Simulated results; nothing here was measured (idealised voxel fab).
process module | voxel capacitor over wiring
cross-section cut | 295 nm wide | cells 5 nm
A cross-section is a grid of square cells, given in bands from the top down. A band is one or more rows of cells.
Each band's line starts with the height of the band's top and of its bottom, in nm. Then come its materials from left to right, each with its width in nm. One material with "throughout" fills the band from edge to edge. "air" is empty space.
Height 0 is the level under which the wafer as received is all one material. The lowest band goes on downwards, as in "0 down".
A width such as "30 to 40" changes by the same amount from each row of cells to the next, from the band's top row to its bottom row.
"no change" after a step means that no cell of the cross-section changed.
closed voids: empty space of 8 cells or more with no open way to the top, each as width x height at its distance from the left edge, in nm
after a step's settings: what the simulator itself notes on the step
overlay nm, on a step with a mask: how far to the right of its planned place the mask lay; to the left if negative
plan
1 op RECEIVE | material Si
2 op CONFORMAL_DEP | material SiO2 | thk nm 15
3 op CONFORMAL_DEP | material SiCN | thk nm 5
4 op DIRECTIONAL_DEP | material SiO2 | thk nm 20
5 op MASKED_ETCH | tone open | mask id METAL_1 | width nm 20 | pitch nm 85 | etch materials SiO2 | depth nm 20 | overlay nm 0
6 op MASKED_ETCH | tone open | mask id METAL_1 | width nm 20 | pitch nm 85 | etch materials SiCN | depth nm 5 | overlay nm 0
7 op CONFORMAL_DEP | material TiN | thk nm 5
8 op FILL_DEP | material Cu | thk nm 10
9 op CMP | height nm 40
10 op CONFORMAL_DEP | material SiCN | thk nm 5
11 op DIRECTIONAL_DEP | material SiO2 | thk nm 10
12 op DIRECTIONAL_DEP | material aC | thk nm 15
13 op PATTERN | tone open | mask id PLUG_1 | material resist | width nm 15 | thk nm 35 | overlay nm 0
14 op DIRECTIONAL_ETCH | etch materials aC | depth nm 15
15 op STRIP | etch materials resist
16 op DIRECTIONAL_ETCH | etch materials SiO2 | depth nm 10
17 op DIRECTIONAL_ETCH | etch materials SiCN | depth nm 5
18 op STRIP | etch materials aC
19 op EPI | material Ru | thk nm 10
20 op EPI | material Ru | thk nm 5
21 op DIRECTIONAL_DEP | material TiN | thk nm 10
22 op DIRECTIONAL_DEP | material SiN | thk nm 5
23 op DIRECTIONAL_DEP | material TiN | thk nm 5
24 op DIRECTIONAL_DEP | material aC | thk nm 15
25 op PATTERN | tone cover | mask id UPPER_PLATE | material resist | width nm 70 | thk nm 30 | overlay nm 0
26 op DIRECTIONAL_ETCH | etch materials aC | depth nm 15
27 op STRIP | etch materials resist
28 op DIRECTIONAL_ETCH | etch materials TiN | depth nm 5
29 op DIRECTIONAL_ETCH | etch materials SiN | depth nm 5
30 op STRIP | etch materials aC
31 op DIRECTIONAL_DEP | material aC | thk nm 15
32 op PATTERN | tone cover | mask id LOWER_PLATE | material resist | width nm 80 | thk nm 30 | overlay nm 0
33 op DIRECTIONAL_ETCH | etch materials aC | depth nm 15
34 op STRIP | etch materials resist
35 op DIRECTIONAL_ETCH | etch materials TiN | depth nm 10
36 op STRIP | etch materials aC
37 op FILL_DEP | material SiO2 | thk nm 15
38 op CMP | height nm 85
39 op DIRECTIONAL_DEP | material aC | thk nm 10
40 op PATTERN | tone open | mask id PLUG_2 | material resist | width nm 15 | thk nm 25 | overlay nm 0
41 op DIRECTIONAL_ETCH | etch materials aC | depth nm 10
42 op STRIP | etch materials resist
43 op DIRECTIONAL_ETCH | etch materials SiO2 | depth nm 10
44 op STRIP | etch materials aC
45 op CONFORMAL_DEP | material TiN | thk nm 5
46 op FILL_DEP | material Cu | thk nm 5
47 op CMP | height nm 85
48 op CONFORMAL_DEP | material SiN | thk nm 5
as received, after step 1
  0 down: Si throughout
  closed voids: none
a wafer at the end: this start, this plan, one mistake
  90 to 85: SiN throughout
  85 to 80: SiO2 110 | TiN 5 | Cu 5 | TiN 5 | SiO2 170
  80 to 70: SiO2 110 to 100 | TiN 15 to 70 | SiO2 170 to 125
  70 to 65: SiO2 100 | SiN 70 | SiO2 125
  65 to 55: SiO2 95 | TiN 80 | SiO2 120
  55 to 45: SiO2 100 | Ru 15 | SiO2 180
  45 to 40: SiCN 100 | Ru 15 | SiCN 180
  40 to 35: SiO2 95 | TiN 5 | Cu 10 | TiN 5 | SiO2 65 | TiN 5 | Cu 10 | TiN 5 | SiO2 95
  35 to 30: SiCN 95 | TiN 20 | SiCN 65 | TiN 20 | SiCN 95
  30 to 0: SiO2 throughout
  0 down: Si throughout
  closed voids: none
what went wrong: step 2 was run twice
